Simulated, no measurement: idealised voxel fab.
The name of this process module is voxel transistor to metal.
FYI the section here is cut, 210 nm wide, cells are 5 nm squares.
Bands, listed from the top down, are how a cross-section gets written in this document; the cross-section itself is a grid of square cells, and a band is one or more rows of them. It is stipulated that each band's entry specify, in nanometres, the height of the top of the band and then that of its bottom, followed by the materials of the band in left-to-right sequence, each together with its width in nanometres. A single material marked by the word "full width" is understood to fill the band from edge to edge; the word "blank" is understood to denote empty space. Beneath 0, the wafer as received is one material, and that level is where height counting begins. The lowest band goes on downward without a bottom; it is written like "from 0 down". A two-number width, for instance "30..40", indicates that the width is equal to the first number in the top row of the band and to the second number in the bottom row, and that it changes by a constant amount per row of cells. Basically "identical to before" means that step didn't change any cell in the cross-section. If an empty space has no open way to the top and is at least 8 cells in size, "Trapped void list" lists it, written width x height at distance, where distance is measured from the left edge and every value is in nm. Heads up: the bit after the settings on a step's line is the simulator's remark on that step. "overlay nm", when on a step's line for a step with a mask, measures how far to the right of its planned place the mask lay; a negative measure means to the left.

**List of planned process steps**
1: op RECEIVE | material Si
2: op CONFORMAL_DEP | material SiO2 | thk nm 5
3: op CONFORMAL_DEP | material SiN | thk nm 10
4: op MASKED_ETCH | tone cover | mask id ACTIVE | width nm 110 | etch materials SiN | depth nm 10 | overlay nm 0
5: op MASKED_ETCH | tone cover | mask id ACTIVE | width nm 110 | etch materials SiO2 | depth nm 5 | overlay nm 0
6: op MASKED_ETCH | tone cover | mask id ACTIVE | width nm 110 | etch materials Si | depth nm 25 | overlay nm 0
7: op FILL_DEP | material SiO2 | thk nm 10
8: op CMP | height nm 15
9: op SELECTIVE_ETCH | etch materials SiO2 | depth nm 5
10: op STRIP | etch materials SiN
11: op SELECTIVE_ETCH | etch materials SiO2 | depth nm 5
12: op OXIDIZE | depth nm 5
13: op DIRECTIONAL_DEP | material polySi | thk nm 25
14: op DIRECTIONAL_DEP | material SiCN | thk nm 15
15: op MASKED_ETCH | tone cover | mask id GATE | width nm 30 | etch materials SiCN | depth nm 25 | overlay nm 0
16: op MASKED_ETCH | tone cover | mask id GATE | width nm 30 | etch materials polySi | depth nm 35 | overlay nm 0
17: op CONFORMAL_DEP | material SiN | thk nm 5
18: op DIRECTIONAL_ETCH | etch materials SiN | depth nm 5
19: op DIRECTIONAL_ETCH | etch materials SiO2 | depth nm 5
20: op DIRECTIONAL_ETCH | etch materials Si | depth nm 15
21: op EPI | material pSi | thk nm 15
22: op FILL_DEP | material SiO2 | thk nm 5
23: op CMP | height nm 25
24: op STRIP | etch materials polySi
25: op SELECTIVE_ETCH | etch materials SiO2 | depth nm 5
26: op CONFORMAL_DEP | material HfO2 | thk nm 5
27: op CONFORMAL_DEP | material TiN | thk nm 5
28: op FILL_DEP | material W | thk nm 5
29: op CMP | height nm 20
30: op DIRECTIONAL_DEP | material SiO2 | thk nm 15
31: op DIRECTIONAL_DEP | material aC | thk nm 15
32: op PATTERN | tone open | mask id CONTACT | material resist | width nm 15 | pitch nm 75 | thk nm 35 | overlay nm 0
33: op DIRECTIONAL_ETCH | etch materials aC | depth nm 15
34: op STRIP | etch materials resist
35: op DIRECTIONAL_ETCH | etch materials SiO2 | depth nm 40
36: op STRIP | etch materials aC
37: op CONFORMAL_DEP | material TiN | thk nm 5
38: op FILL_DEP | material Ru | thk nm 10
39: op CMP | height nm 35
40: op CONFORMAL_DEP | material SiCN | thk nm 5
41: op DIRECTIONAL_DEP | material lowk | thk nm 25
42: op MASKED_ETCH | tone open | mask id METAL_1 | width nm 15 | pitch nm 75 | etch materials lowk | depth nm 25 | overlay nm 0
43: op MASKED_ETCH | tone open | mask id METAL_1 | width nm 15 | pitch nm 75 | etch materials SiCN | depth nm 5 | overlay nm 0
44: op CONFORMAL_DEP | material TiN | thk nm 5
45: op FILL_DEP | material Cu | thk nm 10
46: op CMP | height nm 65
47: op CONFORMAL_DEP | material SiN | thk nm 5

**Cross-section of the wafer as it came to us, i.e., already through step 1**
from 0 down  Si full width
Trapped void list: none

**First of two wafers, end-of-module section, run followed plan**
from 70 to 65  SiN full width
from 65 to 40  lowk=60 / TiN=5 / Cu=5 / TiN=5 / lowk=60 / TiN=5 / Cu=5 / TiN=5 / lowk=60
from 40 to 35  SiCN=60 / TiN=15 / SiCN=60 / TiN=15 / SiCN=60
from 35 to 20  SiO2=60 / TiN=5 / Ru=5 / TiN=5 / SiO2=60 / TiN=5 / Ru=5 / TiN=5 / SiO2=60
from 20 to 15  SiO2=60 / TiN=5 / Ru=5 / TiN=5 / SiO2=10 / SiN=5 / HfO2=5 / TiN=5 / W=10 / TiN=5 / HfO2=5 / SiN=5 / SiO2=10 / TiN=5 / Ru=5 / TiN=5 / SiO2=60
from 15 to 10  SiO2=60 / TiN=15 / SiO2=10 / SiN=5 / HfO2=5 / TiN=5 / W=10 / TiN=5 / HfO2=5 / SiN=5 / SiO2=10 / TiN=15 / SiO2=60
from 10 to 5  SiO2=60 / TiN=10 / pSi=15 / SiN=5 / HfO2=5 / TiN=5 / W=10 / TiN=5 / HfO2=5 / SiN=5 / pSi=15 / TiN=10 / SiO2=60
from 5 to 0  SiO2=45 / SiN=5 / SiO2=10 / TiN=10 / pSi=15 / SiN=5 / HfO2=5 / TiN=20 / HfO2=5 / SiN=5 / pSi=15 / TiN=10 / SiO2=10 / SiN=5 / SiO2=45
from 0 to -5  SiO2=60 / TiN=10 / pSi=15 / HfO2=40 / pSi=15 / TiN=10 / SiO2=60
from -5 to -20  SiO2=50 / pSi=35 / Si=40 / pSi=35 / SiO2=50
from -20 to -25  SiO2=50 / Si=110 / SiO2=50
from -25 down  Si full width
Trapped void list: none

**What the second wafer looks like in cross-section once the module is done. Its start and its plan matched the first wafer's exactly; what differed was one mistake in how it was run**
from 70 to 65  SiN full width
from 65 to 45  lowk=60 / TiN=5 / Cu=5 / TiN=5 / lowk=60 / TiN=5 / Cu=5 / TiN=5 / lowk=60
from 45 to 40  lowk=60 / TiN=15 / lowk=60 / TiN=15 / lowk=60
from 40 to 35  SiCN=60 / TiN=10 / SiCN=65 / TiN=10 / SiCN=65
from 35 to 20  SiO2=60 / TiN=5 / Ru=5 / TiN=5 / SiO2=60 / TiN=5 / Ru=5 / TiN=5 / SiO2=60
from 20 to 15  SiO2=60 / TiN=5 / Ru=5 / TiN=5 / SiO2=10 / SiN=5 / HfO2=5 / TiN=5 / W=10 / TiN=5 / HfO2=5 / SiN=5 / SiO2=10 / TiN=5 / Ru=5 / TiN=5 / SiO2=60
from 15 to 10  SiO2=60 / TiN=15 / SiO2=10 / SiN=5 / HfO2=5 / TiN=5 / W=10 / TiN=5 / HfO2=5 / SiN=5 / SiO2=10 / TiN=15 / SiO2=60
from 10 to 5  SiO2=60 / TiN=10 / pSi=15 / SiN=5 / HfO2=5 / TiN=5 / W=10 / TiN=5 / HfO2=5 / SiN=5 / pSi=15 / TiN=10 / SiO2=60
from 5 to 0  SiO2=45 / SiN=5 / SiO2=10 / TiN=10 / pSi=15 / SiN=5 / HfO2=5 / TiN=20 / HfO2=5 / SiN=5 / pSi=15 / TiN=10 / SiO2=10 / SiN=5 / SiO2=45
from 0 to -5  SiO2=60 / TiN=10 / pSi=15 / HfO2=40 / pSi=15 / TiN=10 / SiO2=60
from -5 to -20  SiO2=50 / pSi=35 / Si=40 / pSi=35 / SiO2=50
from -20 to -25  SiO2=50 / Si=110 / SiO2=50
from -25 down  Si full width
Trapped void list: none
The mistake made against the process plan was this: step 43 went in with a setting other than planned; the actual run was op MASKED_ETCH | tone open | mask id METAL_1 | width nm 15 | pitch nm 75 | etch materials SiCN | depth nm 5 | overlay nm -5
The second wafer ends with more or fewer cells of some materials than the first, per final count: Cu: 2 fewer | SiCN: 2 more
